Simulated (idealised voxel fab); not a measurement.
Name of the process module below: voxel trench capacitor
Shown is cross-section cut, with a width of 190 nm and square cells of size 5 nm.
Each cross-section below is a grid of square cells, stated as bands in top-down order, with one or more rows of cells making up each band. Top height, bottom height, nm. Materials left to right, width each, nm. Single material + "everywhere" = fills band edge to edge. "blank" = empty. Basically, 0 is our baseline, since under it the wafer straight out of the box is all one material. The bottom band has no lower end and keeps on going down, so it looks like "from 0 down". The two numbers in a width such as "30->40" mark its ends across the band: the first belongs to the top row of cells, the second to the bottom row, and from each row to the next the width moves by the same amount. Basically "no change" means that step didn't change any cell in the cross-section. Closed-off voids of 8+ cells (no open route to the top) go in "Enclosed internal voids", written width x height at distance from the left edge, in nm. Past the settings on a step's line: simulator remark, on that step. "overlay nm" denotes, for a step that has a mask, the displacement of the mask to the right of its planned place, with negative values corresponding to the left.
## Listed below are the process steps as planned
1,RECEIVE,material Si
2,CONFORMAL_DEP,material SiN,thk nm 5
3,DIRECTIONAL_DEP,material aC,thk nm 10
4,PATTERN,tone open,mask id TRENCH,material resist,width nm 30,pitch nm 55,thk nm 25,overlay nm 0
5,DIRECTIONAL_ETCH,etch materials aC,depth nm 10
6,STRIP,etch materials resist
7,DIRECTIONAL_ETCH,etch materials SiN,depth nm 5
8,DIRECTIONAL_ETCH,etch materials Si,depth nm 30
9,STRIP,etch materials aC
10,CONFORMAL_DEP,material HfO2,thk nm 5
11,CONFORMAL_DEP,material TiN,thk nm 5
12,FILL_DEP,material W,thk nm 10
13,CMP,height nm 5
## First wafer of two (run as planned)
## Cross-section of the wafer at receipt, which is the condition after step 1
> from 0 down | Si everywhere
> Enclosed internal voids: none
## The wafer in cross-section once step 2 is complete
> from 5 to 0 | SiN everywhere
> Lower than 0, everything is as it was.
## The wafer in cross-section once step 3 is complete
> from 15 to 5 | aC everywhere
> Lower than 5, everything is as it was.
## The wafer in cross-section once step 4 is complete
> from 40 to 15 | resist 25 nm; blank 30 nm; resist 25 nm; blank 30 nm; resist 25 nm; blank 30 nm; resist 25 nm
> Lower than 15, everything is as it was.
## The wafer in cross-section once step 5 is complete
> from 30 to 15 | resist 25 nm; blank 30 nm; resist 25 nm; blank 30 nm; resist 25 nm; blank 30 nm; resist 25 nm
> from 15 to 5 | aC 25 nm; blank 30 nm; aC 25 nm; blank 30 nm; aC 25 nm; blank 30 nm; aC 25 nm
> Lower than 5, everything is as it was.
## The wafer in cross-section once step 6 is complete
> from 15 to 5 | aC 25 nm; blank 30 nm; aC 25 nm; blank 30 nm; aC 25 nm; blank 30 nm; aC 25 nm
> Lower than 5, everything is as it was.
## The wafer in cross-section once step 7 is complete
> from 15 to 5 | aC 25 nm; blank 30 nm; aC 25 nm; blank 30 nm; aC 25 nm; blank 30 nm; aC 25 nm
> from 5 to 0 | SiN 25 nm; blank 30 nm; SiN 25 nm; blank 30 nm; SiN 25 nm; blank 30 nm; SiN 25 nm
> Lower than 0, everything is as it was.
## The wafer in cross-section once step 8 is complete
> from 15 to 5 | aC 25 nm; blank 30 nm; aC 25 nm; blank 30 nm; aC 25 nm; blank 30 nm; aC 25 nm
> from 5 to 0 | SiN 25 nm; blank 30 nm; SiN 25 nm; blank 30 nm; SiN 25 nm; blank 30 nm; SiN 25 nm
> from 0 to -30 | Si 25 nm; blank 30 nm; Si 25 nm; blank 30 nm; Si 25 nm; blank 30 nm; Si 25 nm
> Lower than -30, everything is as it was.
## The wafer in cross-section once step 9 is complete
> from 5 to 0 | SiN 25 nm; blank 30 nm; SiN 25 nm; blank 30 nm; SiN 25 nm; blank 30 nm; SiN 25 nm
> Lower than 0, everything is as it was.
## The wafer in cross-section once step 10 is complete
> from 10 to 5 | HfO2 30 nm; blank 20 nm; HfO2 35 nm; blank 20 nm; HfO2 35 nm; blank 20 nm; HfO2 30 nm
> from 5 to 0 | SiN 25 nm; HfO2 5 nm; blank 20 nm; HfO2 5 nm; SiN 25 nm; HfO2 5 nm; blank 20 nm; HfO2 5 nm; SiN 25 nm; HfO2 5 nm; blank 20 nm; HfO2 5 nm; SiN 25 nm
> from 0 to -25 | Si 25 nm; HfO2 5 nm; blank 20 nm; HfO2 5 nm; Si 25 nm; HfO2 5 nm; blank 20 nm; HfO2 5 nm; Si 25 nm; HfO2 5 nm; blank 20 nm; HfO2 5 nm; Si 25 nm
> from -25 to -30 | Si 25 nm; HfO2 30 nm; Si 25 nm; HfO2 30 nm; Si 25 nm; HfO2 30 nm; Si 25 nm
> Lower than -30, everything is as it was.
## The wafer in cross-section once step 11 is complete
> from 15 to 10 | TiN 35 nm; blank 10 nm; TiN 45 nm; blank 10 nm; TiN 45 nm; blank 10 nm; TiN 35 nm
> from 10 to 5 | HfO2 30 nm; TiN 5 nm; blank 10 nm; TiN 5 nm; HfO2 35 nm; TiN 5 nm; blank 10 nm; TiN 5 nm; HfO2 35 nm; TiN 5 nm; blank 10 nm; TiN 5 nm; HfO2 30 nm
> from 5 to 0 | SiN 25 nm; HfO2 5 nm; TiN 5 nm; blank 10 nm; TiN 5 nm; HfO2 5 nm; SiN 25 nm; HfO2 5 nm; TiN 5 nm; blank 10 nm; TiN 5 nm; HfO2 5 nm; SiN 25 nm; HfO2 5 nm; TiN 5 nm; blank 10 nm; TiN 5 nm; HfO2 5 nm; SiN 25 nm
> from 0 to -20 | Si 25 nm; HfO2 5 nm; TiN 5 nm; blank 10 nm; TiN 5 nm; HfO2 5 nm; Si 25 nm; HfO2 5 nm; TiN 5 nm; blank 10 nm; TiN 5 nm; HfO2 5 nm; Si 25 nm; HfO2 5 nm; TiN 5 nm; blank 10 nm; TiN 5 nm; HfO2 5 nm; Si 25 nm
> from -20 to -25 | Si 25 nm; HfO2 5 nm; TiN 20 nm; HfO2 5 nm; Si 25 nm; HfO2 5 nm; TiN 20 nm; HfO2 5 nm; Si 25 nm; HfO2 5 nm; TiN 20 nm; HfO2 5 nm; Si 25 nm
> Lower than -25, everything is as it was.
## The wafer in cross-section once step 12 is complete
> from 25 to 15 | W everywhere
> from 15 to 10 | TiN 35 nm; W 10 nm; TiN 45 nm; W 10 nm; TiN 45 nm; W 10 nm; TiN 35 nm
> from 10 to 5 | HfO2 30 nm; TiN 5 nm; W 10 nm; TiN 5 nm; HfO2 35 nm; TiN 5 nm; W 10 nm; TiN 5 nm; HfO2 35 nm; TiN 5 nm; W 10 nm; TiN 5 nm; HfO2 30 nm
> from 5 to 0 | SiN 25 nm; HfO2 5 nm; TiN 5 nm; W 10 nm; TiN 5 nm; HfO2 5 nm; SiN 25 nm; HfO2 5 nm; TiN 5 nm; W 10 nm; TiN 5 nm; HfO2 5 nm; SiN 25 nm; HfO2 5 nm; TiN 5 nm; W 10 nm; TiN 5 nm; HfO2 5 nm; SiN 25 nm
> from 0 to -20 | Si 25 nm; HfO2 5 nm; TiN 5 nm; W 10 nm; TiN 5 nm; HfO2 5 nm; Si 25 nm; HfO2 5 nm; TiN 5 nm; W 10 nm; TiN 5 nm; HfO2 5 nm; Si 25 nm; HfO2 5 nm; TiN 5 nm; W 10 nm; TiN 5 nm; HfO2 5 nm; Si 25 nm
> Lower than -20, everything is as it was.
## The wafer in cross-section once step 13 is complete
> from 5 to 0 | SiN 25 nm; HfO2 5 nm; TiN 5 nm; W 10 nm; TiN 5 nm; HfO2 5 nm; SiN 25 nm; HfO2 5 nm; TiN 5 nm; W 10 nm; TiN 5 nm; HfO2 5 nm; SiN 25 nm; HfO2 5 nm; TiN 5 nm; W 10 nm; TiN 5 nm; HfO2 5 nm; SiN 25 nm
> Lower than 0, everything is as it was.
## The second wafer began exactly as the first did and followed the same plan, but one mistake was made while running it; through step 3 inclusive, the two wafers are identical
## At the planned end of step 4, the second wafer in cross-section
> from 40 to 15 | resist 35 nm; blank 30 nm; resist 25 nm; blank 30 nm; resist 25 nm; blank 30 nm; resist 15 nm
> Lower than 15, everything is as it was.
## At the planned end of step 5, the second wafer in cross-section
> from 30 to 15 | resist 35 nm; blank 30 nm; resist 25 nm; blank 30 nm; resist 25 nm; blank 30 nm; resist 15 nm
> from 15 to 5 | aC 35 nm; blank 30 nm; aC 25 nm; blank 30 nm; aC 25 nm; blank 30 nm; aC 15 nm
> Lower than 5, everything is as it was.
## At the planned end of step 6, the second wafer in cross-section
> from 15 to 5 | aC 35 nm; blank 30 nm; aC 25 nm; blank 30 nm; aC 25 nm; blank 30 nm; aC 15 nm
> Lower than 5, everything is as it was.
## At the planned end of step 7, the second wafer in cross-section
> from 15 to 5 | aC 35 nm; blank 30 nm; aC 25 nm; blank 30 nm; aC 25 nm; blank 30 nm; aC 15 nm
> from 5 to 0 | SiN 35 nm; blank 30 nm; SiN 25 nm; blank 30 nm; SiN 25 nm; blank 30 nm; SiN 15 nm
> Lower than 0, everything is as it was.
## At the planned end of step 8, the second wafer in cross-section
> from 15 to 5 | aC 35 nm; blank 30 nm; aC 25 nm; blank 30 nm; aC 25 nm; blank 30 nm; aC 15 nm
> from 5 to 0 | SiN 35 nm; blank 30 nm; SiN 25 nm; blank 30 nm; SiN 25 nm; blank 30 nm; SiN 15 nm
> from 0 to -30 | Si 35 nm; blank 30 nm; Si 25 nm; blank 30 nm; Si 25 nm; blank 30 nm; Si 15 nm
> Lower than -30, everything is as it was.
## At the planned end of step 9, the second wafer in cross-section
> from 5 to 0 | SiN 35 nm; blank 30 nm; SiN 25 nm; blank 30 nm; SiN 25 nm; blank 30 nm; SiN 15 nm
> Lower than 0, everything is as it was.
## At the planned end of step 10, the second wafer in cross-section
> from 10 to 5 | HfO2 40 nm; blank 20 nm; HfO2 35 nm; blank 20 nm; HfO2 35 nm; blank 20 nm; HfO2 20 nm
> from 5 to 0 | SiN 35 nm; HfO2 5 nm; blank 20 nm; HfO2 5 nm; SiN 25 nm; HfO2 5 nm; blank 20 nm; HfO2 5 nm; SiN 25 nm; HfO2 5 nm; blank 20 nm; HfO2 5 nm; SiN 15 nm
> from 0 to -25 | Si 35 nm; HfO2 5 nm; blank 20 nm; HfO2 5 nm; Si 25 nm; HfO2 5 nm; blank 20 nm; HfO2 5 nm; Si 25 nm; HfO2 5 nm; blank 20 nm; HfO2 5 nm; Si 15 nm
> from -25 to -30 | Si 35 nm; HfO2 30 nm; Si 25 nm; HfO2 30 nm; Si 25 nm; HfO2 30 nm; Si 15 nm
> Lower than -30, everything is as it was.
## At the planned end of step 11, the second wafer in cross-section
> from 15 to 10 | TiN 45 nm; blank 10 nm; TiN 45 nm; blank 10 nm; TiN 45 nm; blank 10 nm; TiN 25 nm
> from 10 to 5 | HfO2 40 nm; TiN 5 nm; blank 10 nm; TiN 5 nm; HfO2 35 nm; TiN 5 nm; blank 10 nm; TiN 5 nm; HfO2 35 nm; TiN 5 nm; blank 10 nm; TiN 5 nm; HfO2 20 nm
> from 5 to 0 | SiN 35 nm; HfO2 5 nm; TiN 5 nm; blank 10 nm; TiN 5 nm; HfO2 5 nm; SiN 25 nm; HfO2 5 nm; TiN 5 nm; blank 10 nm; TiN 5 nm; HfO2 5 nm; SiN 25 nm; HfO2 5 nm; TiN 5 nm; blank 10 nm; TiN 5 nm; HfO2 5 nm; SiN 15 nm
> from 0 to -20 | Si 35 nm; HfO2 5 nm; TiN 5 nm; blank 10 nm; TiN 5 nm; HfO2 5 nm; Si 25 nm; HfO2 5 nm; TiN 5 nm; blank 10 nm; TiN 5 nm; HfO2 5 nm; Si 25 nm; HfO2 5 nm; TiN 5 nm; blank 10 nm; TiN 5 nm; HfO2 5 nm; Si 15 nm
> from -20 to -25 | Si 35 nm; HfO2 5 nm; TiN 20 nm; HfO2 5 nm; Si 25 nm; HfO2 5 nm; TiN 20 nm; HfO2 5 nm; Si 25 nm; HfO2 5 nm; TiN 20 nm; HfO2 5 nm; Si 15 nm
> Lower than -25, everything is as it was.
## At the planned end of step 12, the second wafer in cross-section
> from 25 to 15 | W everywhere
> from 15 to 10 | TiN 45 nm; W 10 nm; TiN 45 nm; W 10 nm; TiN 45 nm; W 10 nm; TiN 25 nm
> from 10 to 5 | HfO2 40 nm; TiN 5 nm; W 10 nm; TiN 5 nm; HfO2 35 nm; TiN 5 nm; W 10 nm; TiN 5 nm; HfO2 35 nm; TiN 5 nm; W 10 nm; TiN 5 nm; HfO2 20 nm
> from 5 to 0 | SiN 35 nm; HfO2 5 nm; TiN 5 nm; W 10 nm; TiN 5 nm; HfO2 5 nm; SiN 25 nm; HfO2 5 nm; TiN 5 nm; W 10 nm; TiN 5 nm; HfO2 5 nm; SiN 25 nm; HfO2 5 nm; TiN 5 nm; W 10 nm; TiN 5 nm; HfO2 5 nm; SiN 15 nm
> from 0 to -20 | Si 35 nm; HfO2 5 nm; TiN 5 nm; W 10 nm; TiN 5 nm; HfO2 5 nm; Si 25 nm; HfO2 5 nm; TiN 5 nm; W 10 nm; TiN 5 nm; HfO2 5 nm; Si 25 nm; HfO2 5 nm; TiN 5 nm; W 10 nm; TiN 5 nm; HfO2 5 nm; Si 15 nm
> Lower than -20, everything is as it was.
## At the planned end of step 13, the second wafer in cross-section
> from 5 to 0 | SiN 35 nm; HfO2 5 nm; TiN 5 nm; W 10 nm; TiN 5 nm; HfO2 5 nm; SiN 25 nm; HfO2 5 nm; TiN 5 nm; W 10 nm; TiN 5 nm; HfO2 5 nm; SiN 25 nm; HfO2 5 nm; TiN 5 nm; W 10 nm; TiN 5 nm; HfO2 5 nm; SiN 15 nm
> Lower than 0, everything is as it was.
Where did the run depart from the plan? not per plan at step 4, really ran PATTERN,tone open,mask id TRENCH,material resist,width nm 30,pitch nm 55,thk nm 25,overlay nm 10
So at the finish, the second wafer's got exactly as many cells of each material as the first, just not in the same spots.
